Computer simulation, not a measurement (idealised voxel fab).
process module | voxel ribs on slabs
cross-section cut | 245 nm wide | cells 5 nm
A cross-section is a grid of square cells, given in bands from the top down. A band is one or more rows of cells.
Each band's line starts with the height of the band's top and of its bottom, in nm. Then come its materials from left to right, each with its width in nm. One material with "throughout" fills the band from edge to edge. "air" is empty space.
Height 0 is the level under which the wafer as received is all one material. The lowest band goes on downwards, as in "0 down".
A width such as "30 to 40" changes by the same amount from each row of cells to the next, from the band's top row to its bottom row.
"no change" after a step means that no cell of the cross-section changed.
closed voids: empty space of 8 cells or more with no open way to the top, each as width x height at its distance from the left edge, in nm
after a step's settings: what the simulator itself notes on the step
overlay nm, on a step with a mask: how far to the right of its planned place the mask lay; to the left if negative
plan
1 op RECEIVE | material Si
2 op DIRECTIONAL_DEP | material SiO2 | thk nm 20
3 op DIRECTIONAL_DEP | material SiN | thk nm 20
4 op MASKED_ETCH | tone cover | mask id RIB | width nm 15 | etch materials SiN | depth nm 10 | overlay nm 0
5 op MASKED_ETCH | tone cover | mask id SLAB | width nm 45 | etch materials SiN | depth nm 10 | overlay nm 0
6 op FILL_DEP | material SiO2 | thk nm 25
7 op CMP | height nm 55
8 op DIRECTIONAL_DEP | material W | thk nm 10
9 op DIRECTIONAL_DEP | material aC | thk nm 15
10 op PATTERN | tone cover | mask id HEATER | material resist | width nm 25 | thk nm 30 | overlay nm -15
11 op DIRECTIONAL_ETCH | etch materials aC | depth nm 15
12 op STRIP | etch materials resist
13 op DIRECTIONAL_ETCH | etch materials W | depth nm 10
14 op STRIP | etch materials aC
15 op CONFORMAL_DEP | material SiO2 | thk nm 5
varied across the wafers: overlay nm of step 10. The plan shows the first wafer's value. All wafers start alike
first wafer as received, after step 1
  0 down: Si throughout
  closed voids: none
first wafer at the end, after step 15
  70 to 65: air 90 | SiO2 35 | air 120
  65 to 60: air 90 | SiO2 5 | W 25 | SiO2 5 | air 120
  60 to 55: SiO2 95 | W 25 | SiO2 125
  55 to 40: SiO2 throughout
  40 to 30: SiO2 115 | SiN 15 | SiO2 115
  30 to 20: SiO2 100 | SiN 45 | SiO2 100
  20 to 0: SiO2 throughout
  0 down: Si throughout
  closed voids: none
last wafer at the end
  70 to 65: air 120 | SiO2 35 | air 90
  65 to 60: air 120 | SiO2 5 | W 25 | SiO2 5 | air 90
  60 to 55: SiO2 125 | W 25 | SiO2 95
  55 to 40: SiO2 throughout
  40 to 30: SiO2 115 | SiN 15 | SiO2 115
  30 to 20: SiO2 100 | SiN 45 | SiO2 100
  20 to 0: SiO2 throughout
  0 down: Si throughout
  closed voids: none
each wafer at the end: cells of each material gained (+) or lost (-) since it was received, then its closed voids
overlay nm -15 | +24 SiN | +568 SiO2 | +10 W | closed voids: none
overlay nm -10 | +24 SiN | +568 SiO2 | +10 W | closed voids: none
overlay nm -5 | +24 SiN | +568 SiO2 | +10 W | closed voids: none
overlay nm 0 | +24 SiN | +568 SiO2 | +10 W | closed voids: none
overlay nm 5 | +24 SiN | +568 SiO2 | +10 W | closed voids: none
overlay nm 10 | +24 SiN | +568 SiO2 | +10 W | closed voids: none
overlay nm 15 | +24 SiN | +568 SiO2 | +10 W | closed voids: none
